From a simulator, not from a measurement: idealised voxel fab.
Presented below is a process module, voxel wiring stack.
Pictured: cross-section cut, 235 nm wide, on a grid of 5 nm square cells.
This document writes a cross-section as a grid whose cells are square, and gives it as bands, listed from the top down; one or more rows of cells form a band. Top, bottom (nm), then materials left to right with widths (nm); lone material tagged "throughout" fills the whole band edge to edge; "blank" = empty space. All heights in this document are referenced to 0, defined as the level beneath which the wafer, as received, consists entirely of one material. The lowest band is not bounded below; it extends indefinitely downward and is written in the form "z 0 and below". A two-number width, for instance "30 to 40", indicates that the width is equal to the first number in the top row of the band and to the second number in the bottom row, and that it changes by a constant amount per row of cells. No cell of the cross-section changed in a step that is given as "nothing altered". This entry, "Enclosed void inventory", enumerates those empty regions of no fewer than 8 cells that possess no open connection to the top. Each region is reported in the form width x height at distance, the distance being taken from the left edge, with all three quantities expressed in nm. The remark found on a step's line after its settings is issued by the simulator itself and pertains to that step. What "overlay nm" on a step's line means: if the step has a mask, that mask lay this far to the right of its planned place, or, when the value is negative, to the left.
**The planned process steps are enumerated hereunder**
1) RECEIVE | material Si
2) CONFORMAL_DEP | material SiO2 | thk nm 10
3) CONFORMAL_DEP | material SiN | thk nm 5
4) DIRECTIONAL_DEP | material lowk | thk nm 25
5) DIRECTIONAL_DEP | material aC | thk nm 15
6) PATTERN | tone open | mask id METAL_1 | material resist | width nm 25 | pitch nm 45 | thk nm 30 | overlay nm 0
7) DIRECTIONAL_ETCH | etch materials aC | depth nm 15
8) STRIP | etch materials resist
9) DIRECTIONAL_ETCH | etch materials lowk | depth nm 25
10) DIRECTIONAL_ETCH | etch materials SiN | depth nm 5
11) STRIP | etch materials aC
12) CONFORMAL_DEP | material TiN | thk nm 5
13) FILL_DEP | material Ru | thk nm 10
14) CMP | height nm 40
15) CONFORMAL_DEP | material SiCN | thk nm 5
16) DIRECTIONAL_DEP | material lowk | thk nm 30
17) PATTERN | tone open | mask id METAL_2_HOLES | material resist | width nm 15 | pitch nm 90 | thk nm 20 | overlay nm -15
18) DIRECTIONAL_ETCH | etch materials lowk | depth nm 30
19) STRIP | etch materials resist
20) PATTERN | tone open | mask id METAL_2 | material resist | width nm 25 | pitch nm 45 | thk nm 15 | overlay nm 0
21) DIRECTIONAL_ETCH | etch materials lowk | depth nm 15
22) DIRECTIONAL_ETCH | etch materials SiCN | depth nm 5
23) STRIP | etch materials resist
24) CONFORMAL_DEP | material TiN | thk nm 5
25) FILL_DEP | material Cu | thk nm 10
26) CMP | height nm 75
27) CONFORMAL_DEP | material SiCN | thk nm 5
28) DIRECTIONAL_DEP | material SiO2 | thk nm 30
29) MASKED_ETCH | tone open | mask id METAL_3 | width nm 25 | pitch nm 45 | etch materials SiO2 | depth nm 15 | overlay nm 0
30) PATTERN | tone open | mask id METAL_3_HOLES | material resist | width nm 15 | pitch nm 90 | thk nm 20 | overlay nm 0
31) DIRECTIONAL_ETCH | etch materials SiO2 | depth nm 15
32) DIRECTIONAL_ETCH | etch materials SiCN | depth nm 5
33) STRIP | etch materials resist
34) CONFORMAL_DEP | material TiN | thk nm 5
35) FILL_DEP | material Ru | thk nm 5
36) CMP | height nm 110
37) CONFORMAL_DEP | material SiN | thk nm 5
The plan shows the overlay nm of step 17 as the first wafer had it; this setting differs between the wafers, which start out alike.
**Received wafers, first of several: cross-section after step 1**
* z 0 and below = Si throughout
* Enclosed void inventory: none
**Here's the first of several wafers in cross-section, end of the module, after the last step, step 37**
* z 115 to 110 = SiN throughout
* z 110 to 100 = SiO2=60 | TiN=5 | Ru=15 | TiN=5 | SiO2=20 | TiN=5 | Ru=15 | TiN=5 | SiO2=20 | TiN=5 | Ru=15 | TiN=5 | SiO2=60
* z 100 to 95 = SiO2=60 | TiN=5 | Ru=5 | TiN=15 | SiO2=20 | TiN=25 | SiO2=20 | TiN=5 | Ru=5 | TiN=15 | SiO2=60
* z 95 to 80 = SiO2=60 | TiN=5 | Ru=5 | TiN=5 | SiO2=75 | TiN=5 | Ru=5 | TiN=5 | SiO2=70
* z 80 to 75 = SiCN=60 | TiN=15 | SiCN=75 | TiN=15 | SiCN=70
* z 75 to 65 = lowk=45 | TiN=5 | Cu=30 | TiN=5 | lowk=20 | TiN=5 | Cu=15 | TiN=5 | lowk=5 | TiN=5 | Cu=30 | TiN=5 | lowk=60
* z 65 to 60 = lowk=45 | TiN=5 | Cu=5 | TiN=30 | lowk=20 | TiN=25 | lowk=5 | TiN=5 | Cu=5 | TiN=30 | lowk=60
* z 60 to 50 = lowk=45 | TiN=5 | Cu=5 | TiN=5 | lowk=75 | TiN=5 | Cu=5 | TiN=5 | lowk=85
* z 50 to 45 = lowk=45 | TiN=15 | lowk=75 | TiN=15 | lowk=85
* z 45 to 40 = SiCN throughout
* z 40 to 15 = lowk=60 | TiN=5 | Ru=15 | TiN=5 | lowk=20 | TiN=5 | Ru=15 | TiN=5 | lowk=20 | TiN=5 | Ru=15 | TiN=5 | lowk=60
* z 15 to 10 = SiN=60 | TiN=25 | SiN=20 | TiN=25 | SiN=20 | TiN=25 | SiN=60
* z 10 to 0 = SiO2 throughout
* z 0 and below = Si throughout
* Enclosed void inventory: none
**End of module, last wafer sectioned**
* z 115 to 110 = SiN throughout
* z 110 to 100 = SiO2=60 | TiN=5 | Ru=15 | TiN=5 | SiO2=20 | TiN=5 | Ru=15 | TiN=5 | SiO2=20 | TiN=5 | Ru=15 | TiN=5 | SiO2=60
* z 100 to 95 = SiO2=60 | TiN=5 | Ru=5 | TiN=15 | SiO2=20 | TiN=25 | SiO2=20 | TiN=5 | Ru=5 | TiN=15 | SiO2=60
* z 95 to 80 = SiO2=60 | TiN=5 | Ru=5 | TiN=5 | SiO2=75 | TiN=5 | Ru=5 | TiN=5 | SiO2=70
* z 80 to 75 = SiCN=60 | TiN=15 | SiCN=75 | TiN=15 | SiCN=70
* z 75 to 65 = lowk=60 | TiN=5 | Cu=20 | TiN=5 | lowk=15 | TiN=5 | Cu=15 | TiN=5 | lowk=20 | TiN=5 | Cu=20 | TiN=5 | lowk=55
* z 65 to 60 = lowk=60 | TiN=20 | Cu=5 | TiN=5 | lowk=15 | TiN=25 | lowk=20 | TiN=20 | Cu=5 | TiN=5 | lowk=55
* z 60 to 50 = lowk=75 | TiN=5 | Cu=5 | TiN=5 | lowk=75 | TiN=5 | Cu=5 | TiN=5 | lowk=55
* z 50 to 45 = lowk=75 | TiN=15 | lowk=75 | TiN=15 | lowk=55
* z 45 to 40 = SiCN=75 | TiN=10 | SiCN=80 | TiN=10 | SiCN=60
* z 40 to 15 = lowk=60 | TiN=5 | Ru=15 | TiN=5 | lowk=20 | TiN=5 | Ru=15 | TiN=5 | lowk=20 | TiN=5 | Ru=15 | TiN=5 | lowk=60
* z 15 to 10 = SiN=60 | TiN=25 | SiN=20 | TiN=25 | SiN=20 | TiN=25 | SiN=60
* z 10 to 0 = SiO2 throughout
* z 0 and below = Si throughout
* Enclosed void inventory: none
**wafer rows; end of module; cells per material since receipt: (+) gained, (-) lost; then closed voids**
overlay nm -15 | +36 Cu | +71 Ru | +88 SiCN | +79 SiN | +313 SiO2 | +133 TiN | +361 lowk | Enclosed void inventory: none
overlay nm -10 | +32 Cu | +71 Ru | +86 SiCN | +79 SiN | +313 SiO2 | +133 TiN | +367 lowk | Enclosed void inventory: none
overlay nm -5 | +28 Cu | +71 Ru | +84 SiCN | +79 SiN | +313 SiO2 | +133 TiN | +373 lowk | Enclosed void inventory: none
overlay nm 0 | +26 Cu | +71 Ru | +82 SiCN | +79 SiN | +313 SiO2 | +131 TiN | +379 lowk | Enclosed void inventory: none
overlay nm 5 | +26 Cu | +71 Ru | +82 SiCN | +79 SiN | +313 SiO2 | +131 TiN | +379 lowk | Enclosed void inventory: none
overlay nm 10 | +26 Cu | +71 Ru | +82 SiCN | +79 SiN | +313 SiO2 | +131 TiN | +379 lowk | Enclosed void inventory: none
overlay nm 15 | +28 Cu | +71 Ru | +84 SiCN | +79 SiN | +313 SiO2 | +133 TiN | +373 lowk | Enclosed void inventory: none
